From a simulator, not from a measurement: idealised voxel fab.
process module | voxel wiring stack
cross-section cut | 175 nm wide | cells 5 nm
A cross-section is a grid of square cells, given in bands from the top down. A band is one or more rows of cells.
Each band's line starts with the height of the band's top and of its bottom, in nm. Then come its materials from left to right, each with its width in nm. One material with "throughout" fills the band from edge to edge. "air" is empty space.
Height 0 is the level under which the wafer as received is all one material. The lowest band goes on downwards, as in "0 down".
A width such as "30 to 40" changes by the same amount from each row of cells to the next, from the band's top row to its bottom row.
"no change" after a step means that no cell of the cross-section changed.
closed voids: empty space of 8 cells or more with no open way to the top, each as width x height at its distance from the left edge, in nm
after a step's settings: what the simulator itself notes on the step
overlay nm, on a step with a mask: how far to the right of its planned place the mask lay; to the left if negative
plan
1 op RECEIVE | material Si
2 op CONFORMAL_DEP | material SiO2 | thk nm 15
3 op DIRECTIONAL_DEP | material TiN | thk nm 5
4 op DIRECTIONAL_DEP | material Ru | thk nm 15
5 op MASKED_ETCH | tone cover | mask id METAL_1 | width nm 20 | pitch nm 40 | etch materials Ru | depth nm 15 | overlay nm 0
6 op MASKED_ETCH | tone cover | mask id METAL_1 | width nm 20 | pitch nm 40 | etch materials TiN | depth nm 5 | overlay nm 0
7 op CONFORMAL_DEP | material SiN | thk nm 5
8 op FILL_DEP | material SiO2 | thk nm 10
9 op CMP | height nm 35
10 op CONFORMAL_DEP | material SiCN | thk nm 5
11 op DIRECTIONAL_DEP | material SiO2 | thk nm 20
12 op DIRECTIONAL_DEP | material aC | thk nm 10
13 op PATTERN | tone open | mask id PLUG_1 | material resist | width nm 15 | pitch nm 80 | thk nm 30 | overlay nm 0
14 op DIRECTIONAL_ETCH | etch materials aC | depth nm 10
15 op STRIP | etch materials resist
16 op DIRECTIONAL_ETCH | etch materials SiO2 | depth nm 20
17 op DIRECTIONAL_ETCH | etch materials SiCN | depth nm 5
18 op STRIP | etch materials aC
19 op CONFORMAL_DEP | material TiN | thk nm 5
20 op FILL_DEP | material Ru | thk nm 5
21 op CMP | height nm 60
22 op CONFORMAL_DEP | material SiCN | thk nm 5
23 op DIRECTIONAL_DEP | material SiO2 | thk nm 15
24 op MASKED_ETCH | tone open | mask id METAL_2 | width nm 20 | pitch nm 40 | etch materials SiO2 | depth nm 15 | overlay nm 0
25 op MASKED_ETCH | tone open | mask id METAL_2 | width nm 20 | pitch nm 40 | etch materials SiCN | depth nm 5 | overlay nm 0
26 op CONFORMAL_DEP | material TiN | thk nm 5
27 op FILL_DEP | material Ru | thk nm 5
28 op CMP | height nm 80
29 op CONFORMAL_DEP | material SiCN | thk nm 5
as received, after step 1
  0 down: Si throughout
  closed voids: none
first wafer at the end, as planned
  85 to 80: SiCN throughout
  80 to 65: SiO2 35 | TiN 5 | Ru 10 | TiN 5 | SiO2 20 | TiN 5 | Ru 10 | TiN 5 | SiO2 20 | TiN 5 | Ru 10 | TiN 5 | SiO2 40
  65 to 60: SiCN 35 | TiN 20 | SiCN 20 | TiN 20 | SiCN 20 | TiN 20 | SiCN 40
  60 to 40: SiO2 35 | TiN 5 | Ru 5 | TiN 5 | SiO2 65 | TiN 5 | Ru 5 | TiN 5 | SiO2 45
  40 to 35: SiCN 35 | TiN 15 | SiCN 65 | TiN 15 | SiCN 45
  35 to 20: SiO2 30 | SiN 5 | Ru 20 | SiN 5 | SiO2 10 | SiN 5 | Ru 20 | SiN 5 | SiO2 10 | SiN 5 | Ru 20 | SiN 5 | SiO2 35
  20 to 15: SiN 35 | TiN 20 | SiN 20 | TiN 20 | SiN 20 | TiN 20 | SiN 40
  15 to 0: SiO2 throughout
  0 down: Si throughout
  closed voids: none
second wafer at the end: like start, like plan, one mistake
  85 to 80: SiCN throughout
  80 to 65: SiO2 35 | TiN 5 | Ru 10 | TiN 5 | SiO2 20 | TiN 5 | Ru 10 | TiN 5 | SiO2 20 | TiN 5 | Ru 10 | TiN 5 | SiO2 40
  65 to 60: SiCN 35 | TiN 20 | SiCN 20 | TiN 20 | SiCN 20 | TiN 20 | SiCN 40
  60 to 40: SiO2 35 | TiN 5 | Ru 5 | TiN 5 | SiO2 65 | TiN 5 | Ru 5 | TiN 5 | SiO2 45
  40 to 35: SiCN 35 | TiN 15 | SiCN 65 | TiN 15 | SiCN 45
  35 to 25: Ru 35 | SiN 5 | SiO2 10 | SiN 5 | Ru 20 | SiN 5 | SiO2 10 | SiN 5 | Ru 20 | SiN 5 | SiO2 10 | SiN 5 | Ru 40
  25 to 20: Ru 35 | SiN 20 | Ru 20 | SiN 20 | Ru 20 | SiN 20 | Ru 40
  20 to 15: TiN throughout
  15 to 0: SiO2 throughout
  0 down: Si throughout
  closed voids: none
what went wrong: step 5 ran as: op MASKED_ETCH | tone open | mask id METAL_1 | width nm 20 | pitch nm 40 | etch materials Ru | depth nm 15 | overlay nm 0
at the end the second wafer has, in cells: 33 more of Ru | 17 fewer of SiN | 39 fewer of SiO2 | 23 more of TiN
